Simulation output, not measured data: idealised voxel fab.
Process module heading - voxel quadruple lines
Square cell edge 5 nm, section width 245 nm, ID cut.
Notation: cross-section as square-cell grid; stated in bands, top first, going down; one or more cell rows per band.
Heads up on the band format: heights come first, top then bottom, in nm. After that it's the materials left to right, each with its width in nm. A single material flagged "throughout" fills the whole band edge to edge, and "blank" means there's empty space there.
Heads up on the height convention: 0 is the point under which the incoming wafer is all one material, and the lowest band has no bottom, it just keeps going down, like "0 and below".
Top row gets the first number, bottom row gets the second, and each row in between changes by the same step: that is how a band width like "30->40" works.
Basically "stayed the same" means that step didn't change any cell in the cross-section.
This entry, "Enclosed void inventory", enumerates those empty regions of no fewer than 8 cells that possess no open connection to the top. Each region is reported in the form width x height at distance, the distance being taken from the left edge, with all three quantities expressed in nm.
Step line, after settings: the simulator's comment on this step.
What "overlay nm" on a step's line means: if the step has a mask, that mask lay this far to the right of its planned place, or, when the value is negative, to the left.
Planned step list for the process
1. RECEIVE (material Si)
2. CONFORMAL_DEP (material Al2O3; thk nm 5)
3. DIRECTIONAL_DEP (material W; thk nm 10)
4. DIRECTIONAL_DEP (material polySi; thk nm 20)
5. DIRECTIONAL_DEP (material aC; thk nm 20)
6. PATTERN (tone cover; mask id MANDREL; material resist; width nm 35; pitch nm 100; thk nm 25; overlay nm 0)
7. DIRECTIONAL_ETCH (etch materials aC; depth nm 20)
8. STRIP (etch materials resist)
9. CONFORMAL_DEP (material SiO2; thk nm 15)
10. DIRECTIONAL_ETCH (etch materials SiO2; depth nm 15)
11. STRIP (etch materials aC)
12. DIRECTIONAL_ETCH (etch materials polySi; depth nm 20)
13. STRIP (etch materials SiO2)
14. CONFORMAL_DEP (material SiN; thk nm 10)
15. DIRECTIONAL_ETCH (etch materials SiN; depth nm 10)
16. STRIP (etch materials polySi)
17. DIRECTIONAL_ETCH (etch materials W; depth nm 10)
18. STRIP (etch materials SiN)
The first of a set of two wafers, run to plan
Cross-sectional view of the wafer in its as-received condition, corresponding to the state after step 1
* 0 and below: Si throughout
* Enclosed void inventory: none
Wafer section view after processing step 2
* 5 down to 0: Al2O3 throughout
* At heights below 0, the structure remains unaltered.
Wafer section view after processing step 3
* 15 down to 5: W throughout
* At heights below 5, the structure remains unaltered.
Wafer section view after processing step 4
* 35 down to 15: polySi throughout
* At heights below 15, the structure remains unaltered.
Wafer section view after processing step 5
* 55 down to 35: aC throughout
* At heights below 35, the structure remains unaltered.
Wafer section view after processing step 6
* 80 down to 55: blank=55  resist=35  blank=65  resist=35  blank=55
* At heights below 55, the structure remains unaltered.
Wafer section view after processing step 7
* 60 down to 55: blank=55  resist=35  blank=65  resist=35  blank=55
* 55 down to 35: blank=55  aC=35  blank=65  aC=35  blank=55
* At heights below 35, the structure remains unaltered.
Wafer section view after processing step 8
* 55 down to 35: blank=55  aC=35  blank=65  aC=35  blank=55
* At heights below 35, the structure remains unaltered.
Wafer section view after processing step 9
* 70 down to 55: blank=40  SiO2=65  blank=35  SiO2=65  blank=40
* 55 down to 50: blank=40  SiO2=15  aC=35  SiO2=15  blank=35  SiO2=15  aC=35  SiO2=15  blank=40
* 50 down to 35: SiO2=55  aC=35  SiO2=65  aC=35  SiO2=55
* At heights below 35, the structure remains unaltered.
Wafer section view after processing step 10
* 55 down to 35: blank=40  SiO2=15  aC=35  SiO2=15  blank=35  SiO2=15  aC=35  SiO2=15  blank=40
* At heights below 35, the structure remains unaltered.
Wafer section view after processing step 11
* 55 down to 35: blank=40  SiO2=15  blank=35  SiO2=15  blank=35  SiO2=15  blank=35  SiO2=15  blank=40
* At heights below 35, the structure remains unaltered.
Wafer section view after processing step 12
* 55 down to 35: blank=40  SiO2=15  blank=35  SiO2=15  blank=35  SiO2=15  blank=35  SiO2=15  blank=40
* 35 down to 15: blank=40  polySi=15  blank=35  polySi=15  blank=35  polySi=15  blank=35  polySi=15  blank=40
* At heights below 15, the structure remains unaltered.
Wafer section view after processing step 13
* 35 down to 15: blank=40  polySi=15  blank=35  polySi=15  blank=35  polySi=15  blank=35  polySi=15  blank=40
* At heights below 15, the structure remains unaltered.
Wafer section view after processing step 14
* 45 down to 35: blank=30  SiN=35  blank=15  SiN=35  blank=15  SiN=35  blank=15  SiN=35  blank=30
* 35 down to 25: blank=30  SiN=10  polySi=15  SiN=10  blank=15  SiN=10  polySi=15  SiN=10  blank=15  SiN=10  polySi=15  SiN=10  blank=15  SiN=10  polySi=15  SiN=10  blank=30
* 25 down to 15: SiN=40  polySi=15  SiN=35  polySi=15  SiN=35  polySi=15  SiN=35  polySi=15  SiN=40
* At heights below 15, the structure remains unaltered.
Wafer section view after processing step 15
* 35 down to 15: blank=30  SiN=10  polySi=15  SiN=10  blank=15  SiN=10  polySi=15  SiN=10  blank=15  SiN=10  polySi=15  SiN=10  blank=15  SiN=10  polySi=15  SiN=10  blank=30
* At heights below 15, the structure remains unaltered.
Wafer section view after processing step 16
* 35 down to 15: blank=30  SiN=10  blank=15  SiN=10  blank=15  SiN=10  blank=15  SiN=10  blank=15  SiN=10  blank=15  SiN=10  blank=15  SiN=10  blank=15  SiN=10  blank=30
* At heights below 15, the structure remains unaltered.
Wafer section view after processing step 17
* 35 down to 15: blank=30  SiN=10  blank=15  SiN=10  blank=15  SiN=10  blank=15  SiN=10  blank=15  SiN=10  blank=15  SiN=10  blank=15  SiN=10  blank=15  SiN=10  blank=30
* 15 down to 5: blank=30  W=10  blank=15  W=10  blank=15  W=10  blank=15  W=10  blank=15  W=10  blank=15  W=10  blank=15  W=10  blank=15  W=10  blank=30
* At heights below 5, the structure remains unaltered.
Wafer section view after processing step 18
* 15 down to 5: blank=30  W=10  blank=15  W=10  blank=15  W=10  blank=15  W=10  blank=15  W=10  blank=15  W=10  blank=15  W=10  blank=15  W=10  blank=30
* At heights below 5, the structure remains unaltered.
The second wafer was prepared from the same starting point and under the same plan as the first; its processing contained one mistake, and it remains indistinguishable from the first wafer up to and including step 1
Here is the second wafer in cross-section at the point where step 2 of the plan should have been done
* 5 down to 0: polySi throughout
* At heights below 0, the structure remains unaltered.
Here is the second wafer in cross-section at the point where step 3 of the plan should have been done
* 15 down to 5: W throughout
* At heights below 5, the structure remains unaltered.
Here is the second wafer in cross-section at the point where step 4 of the plan should have been done
* 35 down to 15: polySi throughout
* At heights below 15, the structure remains unaltered.
Here is the second wafer in cross-section at the point where step 5 of the plan should have been done
* 55 down to 35: aC throughout
* At heights below 35, the structure remains unaltered.
Here is the second wafer in cross-section at the point where step 6 of the plan should have been done
* 80 down to 55: blank=55  resist=35  blank=65  resist=35  blank=55
* At heights below 55, the structure remains unaltered.
Here is the second wafer in cross-section at the point where step 7 of the plan should have been done
* 60 down to 55: blank=55  resist=35  blank=65  resist=35  blank=55
* 55 down to 35: blank=55  aC=35  blank=65  aC=35  blank=55
* At heights below 35, the structure remains unaltered.
Here is the second wafer in cross-section at the point where step 8 of the plan should have been done
* 55 down to 35: blank=55  aC=35  blank=65  aC=35  blank=55
* At heights below 35, the structure remains unaltered.
Here is the second wafer in cross-section at the point where step 9 of the plan should have been done
* 70 down to 55: blank=40  SiO2=65  blank=35  SiO2=65  blank=40
* 55 down to 50: blank=40  SiO2=15  aC=35  SiO2=15  blank=35  SiO2=15  aC=35  SiO2=15  blank=40
* 50 down to 35: SiO2=55  aC=35  SiO2=65  aC=35  SiO2=55
* At heights below 35, the structure remains unaltered.
Here is the second wafer in cross-section at the point where step 10 of the plan should have been done
* 55 down to 35: blank=40  SiO2=15  aC=35  SiO2=15  blank=35  SiO2=15  aC=35  SiO2=15  blank=40
* At heights below 35, the structure remains unaltered.
Here is the second wafer in cross-section at the point where step 11 of the plan should have been done
* 55 down to 35: blank=40  SiO2=15  blank=35  SiO2=15  blank=35  SiO2=15  blank=35  SiO2=15  blank=40
* At heights below 35, the structure remains unaltered.
Here is the second wafer in cross-section at the point where step 12 of the plan should have been done
* 55 down to 35: blank=40  SiO2=15  blank=35  SiO2=15  blank=35  SiO2=15  blank=35  SiO2=15  blank=40
* 35 down to 15: blank=40  polySi=15  blank=35  polySi=15  blank=35  polySi=15  blank=35  polySi=15  blank=40
* At heights below 15, the structure remains unaltered.
Here is the second wafer in cross-section at the point where step 13 of the plan should have been done
* 35 down to 15: blank=40  polySi=15  blank=35  polySi=15  blank=35  polySi=15  blank=35  polySi=15  blank=40
* At heights below 15, the structure remains unaltered.
Here is the second wafer in cross-section at the point where step 14 of the plan should have been done
* 45 down to 35: blank=30  SiN=35  blank=15  SiN=35  blank=15  SiN=35  blank=15  SiN=35  blank=30
* 35 down to 25: blank=30  SiN=10  polySi=15  SiN=10  blank=15  SiN=10  polySi=15  SiN=10  blank=15  SiN=10  polySi=15  SiN=10  blank=15  SiN=10  polySi=15  SiN=10  blank=30
* 25 down to 15: SiN=40  polySi=15  SiN=35  polySi=15  SiN=35  polySi=15  SiN=35  polySi=15  SiN=40
* At heights below 15, the structure remains unaltered.
Here is the second wafer in cross-section at the point where step 15 of the plan should have been done
* 35 down to 15: blank=30  SiN=10  polySi=15  SiN=10  blank=15  SiN=10  polySi=15  SiN=10  blank=15  SiN=10  polySi=15  SiN=10  blank=15  SiN=10  polySi=15  SiN=10  blank=30
* At heights below 15, the structure remains unaltered.
Here is the second wafer in cross-section at the point where step 16 of the plan should have been done
* 35 down to 15: blank=30  SiN=10  blank=15  SiN=10  blank=15  SiN=10  blank=15  SiN=10  blank=15  SiN=10  blank=15  SiN=10  blank=15  SiN=10  blank=15  SiN=10  blank=30
* At heights below 15, the structure remains unaltered.
Here is the second wafer in cross-section at the point where step 17 of the plan should have been done
* 35 down to 15: blank=30  SiN=10  blank=15  SiN=10  blank=15  SiN=10  blank=15  SiN=10  blank=15  SiN=10  blank=15  SiN=10  blank=15  SiN=10  blank=15  SiN=10  blank=30
* 15 down to 5: blank=30  W=10  blank=15  W=10  blank=15  W=10  blank=15  W=10  blank=15  W=10  blank=15  W=10  blank=15  W=10  blank=15  W=10  blank=30
* At heights below 5, the structure remains unaltered.
Here is the second wafer in cross-section at the point where step 18 of the plan should have been done
* 15 down to 5: blank=30  W=10  blank=15  W=10  blank=15  W=10  blank=15  W=10  blank=15  W=10  blank=15  W=10  blank=15  W=10  blank=15  W=10  blank=30
* At heights below 5, the structure remains unaltered.
The mistake made against the process plan was this: not per plan at step 2, really ran CONFORMAL_DEP (material polySi; thk nm 5)
Heads up, by the end the second wafer has more or fewer cells of some materials compared to the first: -49 Al2O3, +49 polySi
